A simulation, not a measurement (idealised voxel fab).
Process module, titled voxel capacitor over wiring
The cross-section on display is named cut; it measures 210 nm wide, and its cells are 5 nm squares.
Cross-section = grid of square cells, listed top down in bands; band = one or more rows.
For a band, the entry starts with two heights in nm, that of the top and then that of the bottom, and carries on with the band's materials in order from left to right, each alongside its width in nm; the word "full width" beside a single material means it fills the band edge to edge, and "air" means empty space.
Height reference: 0 = level under which incoming wafer is all one material. Lowest band: no bottom, runs on downward, e.g. "0 nm and below".
The two numbers in a width such as "30->40" mark its ends across the band: the first belongs to the top row of cells, the second to the bottom row, and from each row to the next the width moves by the same amount.
Where a step carries "no alteration", the cross-section came out of it unchanged, cell for cell.
Under "Closed voids list" you'll find the enclosed gaps, the ones with no way out to the top, that are 8 cells or bigger; each reads width x height at distance, with distance counted from the left edge, everything in nm.
Note: text after step settings on the step line = simulator remark on that step.
overlay nm: where the mask lay relative to plan, measured to the right, on steps with a mask; negatives go left.

**Here's what the planned process steps look like**
1,RECEIVE (material Si)
2,CONFORMAL_DEP (material SiO2; thk nm 10)
3,CONFORMAL_DEP (material SiCN; thk nm 5)
4,DIRECTIONAL_DEP (material lowk; thk nm 15)
5,MASKED_ETCH (tone open; mask id METAL_1; width nm 30; pitch nm 95; etch materials lowk; depth nm 15; overlay nm 0)
6,MASKED_ETCH (tone open; mask id METAL_1; width nm 30; pitch nm 95; etch materials SiCN; depth nm 5; overlay nm 0)
7,CONFORMAL_DEP (material TiN; thk nm 5)
8,FILL_DEP (material Ru; thk nm 5)
9,CMP (height nm 30)
10,CONFORMAL_DEP (material SiCN; thk nm 5)
11,DIRECTIONAL_DEP (material lowk; thk nm 15)
12,PATTERN (tone open; mask id PLUG_1; material resist; width nm 15; thk nm 15; overlay nm 0)
13,DIRECTIONAL_ETCH (etch materials lowk; depth nm 15)
14,DIRECTIONAL_ETCH (etch materials SiCN; depth nm 5)
15,STRIP (etch materials resist)
16,CONFORMAL_DEP (material TiN; thk nm 5)
17,FILL_DEP (material Ru; thk nm 10)
18,CMP (height nm 50)
19,DIRECTIONAL_DEP (material TiN; thk nm 5)
20,DIRECTIONAL_DEP (material Al2O3; thk nm 5)
21,DIRECTIONAL_DEP (material TiN; thk nm 5)
22,PATTERN (tone cover; mask id UPPER_PLATE; material resist; width nm 70; thk nm 20; overlay nm 0)
23,DIRECTIONAL_ETCH (etch materials TiN; depth nm 5)
24,DIRECTIONAL_ETCH (etch materials Al2O3; depth nm 5)
25,STRIP (etch materials resist)
26,MASKED_ETCH (tone cover; mask id LOWER_PLATE; width nm 80; etch materials TiN; depth nm 5; overlay nm 0)
27,FILL_DEP (material SiO2; thk nm 15)
28,CMP (height nm 75)
29,MASKED_ETCH (tone open; mask id PLUG_2; width nm 15; etch materials SiO2; depth nm 10; overlay nm 0)
30,CONFORMAL_DEP (material TiN; thk nm 5)
31,FILL_DEP (material W; thk nm 10)
32,CMP (height nm 75)
33,CONFORMAL_DEP (material SiCN; thk nm 5)

**The cross-section here shows the wafer as received, i.e. in its state after step 1**
0 nm and below = Si full width
Closed voids list: none

**Cross-sectional view of the first of the two wafers upon completion of the module, processed in accordance with the plan**
80 nm to 75 nm = SiCN full width
75 nm to 70 nm = SiO2 (65)  TiN (5)  W (5)  TiN (5)  SiO2 (130)
70 nm to 60 nm = SiO2 (65->55)  TiN (15->70)  SiO2 (130->85)
60 nm to 55 nm = SiO2 (55)  Al2O3 (70)  SiO2 (85)
55 nm to 50 nm = SiO2 (50)  TiN (80)  SiO2 (80)
50 nm to 35 nm = lowk (55)  TiN (5)  Ru (5)  TiN (5)  lowk (140)
35 nm to 30 nm = SiCN (55)  TiN (15)  SiCN (140)
30 nm to 15 nm = lowk (40)  TiN (5)  Ru (20)  TiN (5)  lowk (65)  TiN (5)  Ru (20)  TiN (5)  lowk (45)
15 nm to 10 nm = SiCN (40)  TiN (30)  SiCN (65)  TiN (30)  SiCN (45)
10 nm to 0 nm = SiO2 full width
0 nm and below = Si full width
Closed voids list: none

**So this is wafer number two of the two, cut at the end of the module - it started where the first did and had the same plan, we just got one thing wrong running it**
80 nm to 75 nm = SiCN full width
75 nm to 70 nm = SiO2 (65)  TiN (5)  W (5)  TiN (5)  SiO2 (130)
70 nm to 65 nm = SiO2 (65)  TiN (15)  SiO2 (130)
65 nm to 60 nm = SiO2 (55)  Al2O3 (70)  SiO2 (85)
60 nm to 55 nm = SiO2 (50)  TiN (80)  SiO2 (80)
55 nm to 50 nm = TiN full width
50 nm to 35 nm = lowk (55)  TiN (5)  Ru (5)  TiN (5)  lowk (140)
35 nm to 30 nm = SiCN (55)  TiN (15)  SiCN (140)
30 nm to 15 nm = lowk (40)  TiN (5)  Ru (20)  TiN (5)  lowk (65)  TiN (5)  Ru (20)  TiN (5)  lowk (45)
15 nm to 10 nm = SiCN (40)  TiN (30)  SiCN (65)  TiN (30)  SiCN (45)
10 nm to 0 nm = SiO2 full width
0 nm and below = Si full width
Closed voids list: none
What was the processing mistake? sequence error: steps 20 and 21 interchanged
Per the end-of-run cell counts, the second wafer holds more or fewer of some materials than the first: SiO2: 28 fewer | TiN: 28 more
